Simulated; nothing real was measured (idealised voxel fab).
The process module presented herein is designated voxel quadruple lines.
Displayed cross-section: cut, width of 205 nm, square cells sized 5 nm.
Notation: cross-section as square-cell grid; stated in bands, top first, going down; one or more cell rows per band. A band entry consists of two parts. The first gives the height of the band's top and the height of its bottom, in nm. The rest lists the band's materials from left to right, each with its width in nm. A single material labelled with the word "full width" fills the band from edge to edge, and the word "air" marks empty space. Basically, 0 is our baseline, since under it the wafer straight out of the box is all one material. The bottom band has no lower end and keeps on going down, so it looks like "z 0 and below". The notation "30->40" denotes a width that varies across the rows of cells in the band, beginning at the first number in the top row, finishing at the second number in the bottom row, and changing by an identical amount from each row to the next. Where a step carries "stayed the same", the cross-section came out of it unchanged, cell for cell. This entry, "Completely sealed voids", enumerates those empty regions of no fewer than 8 cells that possess no open connection to the top. Each region is reported in the form width x height at distance, the distance being taken from the left edge, with all three quantities expressed in nm. On a step's line, text after the settings is the simulator commenting on that step. overlay nm: step with mask; distance mask lay right of planned place; negative value = left of planned place.
-- So here's the lineup of process steps we planned
1 RECEIVE [material Si]
2 CONFORMAL_DEP [material Al2O3] [thk nm 5]
3 DIRECTIONAL_DEP [material W] [thk nm 10]
4 DIRECTIONAL_DEP [material polySi] [thk nm 20]
5 DIRECTIONAL_DEP [material aC] [thk nm 20]
6 PATTERN [tone cover] [mask id MANDREL] [material resist] [width nm 25] [thk nm 30] [overlay nm 0]
7 DIRECTIONAL_ETCH [etch materials aC] [depth nm 20]
8 STRIP [etch materials resist]
9 CONFORMAL_DEP [material SiO2] [thk nm 15]
10 DIRECTIONAL_ETCH [etch materials SiO2] [depth nm 15]
11 STRIP [etch materials aC]
12 DIRECTIONAL_ETCH [etch materials polySi] [depth nm 20]
13 STRIP [etch materials SiO2]
14 CONFORMAL_DEP [material SiN] [thk nm 5]
15 DIRECTIONAL_ETCH [etch materials SiN] [depth nm 5]
16 STRIP [etch materials polySi]
17 DIRECTIONAL_ETCH [etch materials W] [depth nm 10]
18 STRIP [etch materials SiN]
-- The first of two wafers, run as planned
-- Incoming wafer in cross-section (state: after step 1)
* z 0 and below  Si full width
* Completely sealed voids: none
-- Cross-section of the wafer subsequent to step 2
* z 5 to 0  Al2O3 full width
* Below 0, no change.
-- Cross-section of the wafer subsequent to step 3
* z 15 to 5  W full width
* Below 5, no change.
-- Cross-section of the wafer subsequent to step 4
* z 35 to 15  polySi full width
* Below 15, no change.
-- Cross-section of the wafer subsequent to step 5
* z 55 to 35  aC full width
* Below 35, no change.
-- Cross-section of the wafer subsequent to step 6
* z 85 to 55  air: 90 | resist: 25 | air: 90
* Below 55, no change.
-- Cross-section of the wafer subsequent to step 7
* z 65 to 55  air: 90 | resist: 25 | air: 90
* z 55 to 35  air: 90 | aC: 25 | air: 90
* Below 35, no change.
-- Cross-section of the wafer subsequent to step 8
* z 55 to 35  air: 90 | aC: 25 | air: 90
* Below 35, no change.
-- Cross-section of the wafer subsequent to step 9
* z 70 to 55  air: 75 | SiO2: 55 | air: 75
* z 55 to 50  air: 75 | SiO2: 15 | aC: 25 | SiO2: 15 | air: 75
* z 50 to 35  SiO2: 90 | aC: 25 | SiO2: 90
* Below 35, no change.
-- Cross-section of the wafer subsequent to step 10
* z 55 to 35  air: 75 | SiO2: 15 | aC: 25 | SiO2: 15 | air: 75
* Below 35, no change.
-- Cross-section of the wafer subsequent to step 11
* z 55 to 35  air: 75 | SiO2: 15 | air: 25 | SiO2: 15 | air: 75
* Below 35, no change.
-- Cross-section of the wafer subsequent to step 12
* z 55 to 35  air: 75 | SiO2: 15 | air: 25 | SiO2: 15 | air: 75
* z 35 to 15  air: 75 | polySi: 15 | air: 25 | polySi: 15 | air: 75
* Below 15, no change.
-- Cross-section of the wafer subsequent to step 13
* z 35 to 15  air: 75 | polySi: 15 | air: 25 | polySi: 15 | air: 75
* Below 15, no change.
-- Cross-section of the wafer subsequent to step 14
* z 40 to 35  air: 70 | SiN: 25 | air: 15 | SiN: 25 | air: 70
* z 35 to 20  air: 70 | SiN: 5 | polySi: 15 | SiN: 5 | air: 15 | SiN: 5 | polySi: 15 | SiN: 5 | air: 70
* z 20 to 15  SiN: 75 | polySi: 15 | SiN: 25 | polySi: 15 | SiN: 75
* Below 15, no change.
-- Cross-section of the wafer subsequent to step 15
* z 35 to 15  air: 70 | SiN: 5 | polySi: 15 | SiN: 5 | air: 15 | SiN: 5 | polySi: 15 | SiN: 5 | air: 70
* Below 15, no change.
-- Cross-section of the wafer subsequent to step 16
* z 35 to 15  air: 70 | SiN: 5 | air: 15 | SiN: 5 | air: 15 | SiN: 5 | air: 15 | SiN: 5 | air: 70
* Below 15, no change.
-- Cross-section of the wafer subsequent to step 17
* z 35 to 15  air: 70 | SiN: 5 | air: 15 | SiN: 5 | air: 15 | SiN: 5 | air: 15 | SiN: 5 | air: 70
* z 15 to 5  air: 70 | W: 5 | air: 15 | W: 5 | air: 15 | W: 5 | air: 15 | W: 5 | air: 70
* Below 5, no change.
-- Cross-section of the wafer subsequent to step 18
* z 15 to 5  air: 70 | W: 5 | air: 15 | W: 5 | air: 15 | W: 5 | air: 15 | W: 5 | air: 70
* Below 5, no change.
-- Here the second wafer is described. Its start and its plan were those of the first wafer. Its run contained one mistake. Up to and including step 5, it did exactly what the first wafer did
-- What the second wafer looks like in cross-section when step 6 should have wrapped up
* z 85 to 55  air: 85 | resist: 25 | air: 95
* Below 55, no change.
-- What the second wafer looks like in cross-section when step 7 should have wrapped up
* z 65 to 55  air: 85 | resist: 25 | air: 95
* z 55 to 35  air: 85 | aC: 25 | air: 95
* Below 35, no change.
-- What the second wafer looks like in cross-section when step 8 should have wrapped up
* z 55 to 35  air: 85 | aC: 25 | air: 95
* Below 35, no change.
-- What the second wafer looks like in cross-section when step 9 should have wrapped up
* z 70 to 55  air: 70 | SiO2: 55 | air: 80
* z 55 to 50  air: 70 | SiO2: 15 | aC: 25 | SiO2: 15 | air: 80
* z 50 to 35  SiO2: 85 | aC: 25 | SiO2: 95
* Below 35, no change.
-- What the second wafer looks like in cross-section when step 10 should have wrapped up
* z 55 to 35  air: 70 | SiO2: 15 | aC: 25 | SiO2: 15 | air: 80
* Below 35, no change.
-- What the second wafer looks like in cross-section when step 11 should have wrapped up
* z 55 to 35  air: 70 | SiO2: 15 | air: 25 | SiO2: 15 | air: 80
* Below 35, no change.
-- What the second wafer looks like in cross-section when step 12 should have wrapped up
* z 55 to 35  air: 70 | SiO2: 15 | air: 25 | SiO2: 15 | air: 80
* z 35 to 15  air: 70 | polySi: 15 | air: 25 | polySi: 15 | air: 80
* Below 15, no change.
-- What the second wafer looks like in cross-section when step 13 should have wrapped up
* z 35 to 15  air: 70 | polySi: 15 | air: 25 | polySi: 15 | air: 80
* Below 15, no change.
-- What the second wafer looks like in cross-section when step 14 should have wrapped up
* z 40 to 35  air: 65 | SiN: 25 | air: 15 | SiN: 25 | air: 75
* z 35 to 20  air: 65 | SiN: 5 | polySi: 15 | SiN: 5 | air: 15 | SiN: 5 | polySi: 15 | SiN: 5 | air: 75
* z 20 to 15  SiN: 70 | polySi: 15 | SiN: 25 | polySi: 15 | SiN: 80
* Below 15, no change.
-- What the second wafer looks like in cross-section when step 15 should have wrapped up
* z 35 to 15  air: 65 | SiN: 5 | polySi: 15 | SiN: 5 | air: 15 | SiN: 5 | polySi: 15 | SiN: 5 | air: 75
* Below 15, no change.
-- What the second wafer looks like in cross-section when step 16 should have wrapped up
* z 35 to 15  air: 65 | SiN: 5 | air: 15 | SiN: 5 | air: 15 | SiN: 5 | air: 15 | SiN: 5 | air: 75
* Below 15, no change.
-- What the second wafer looks like in cross-section when step 17 should have wrapped up
* z 35 to 15  air: 65 | SiN: 5 | air: 15 | SiN: 5 | air: 15 | SiN: 5 | air: 15 | SiN: 5 | air: 75
* z 15 to 5  air: 65 | W: 5 | air: 15 | W: 5 | air: 15 | W: 5 | air: 15 | W: 5 | air: 75
* Below 5, no change.
-- What the second wafer looks like in cross-section when step 18 should have wrapped up
* z 15 to 5  air: 65 | W: 5 | air: 15 | W: 5 | air: 15 | W: 5 | air: 15 | W: 5 | air: 75
* Below 5, no change.
Deviation from plan: in deviation from the planned setting, step 6 was conducted as PATTERN [tone cover] [mask id MANDREL] [material resist] [width nm 25] [thk nm 30] [overlay nm -5]
If you tally the cells, the second wafer ends up with the same amount of every material as the first; it's all just sitting in different places.
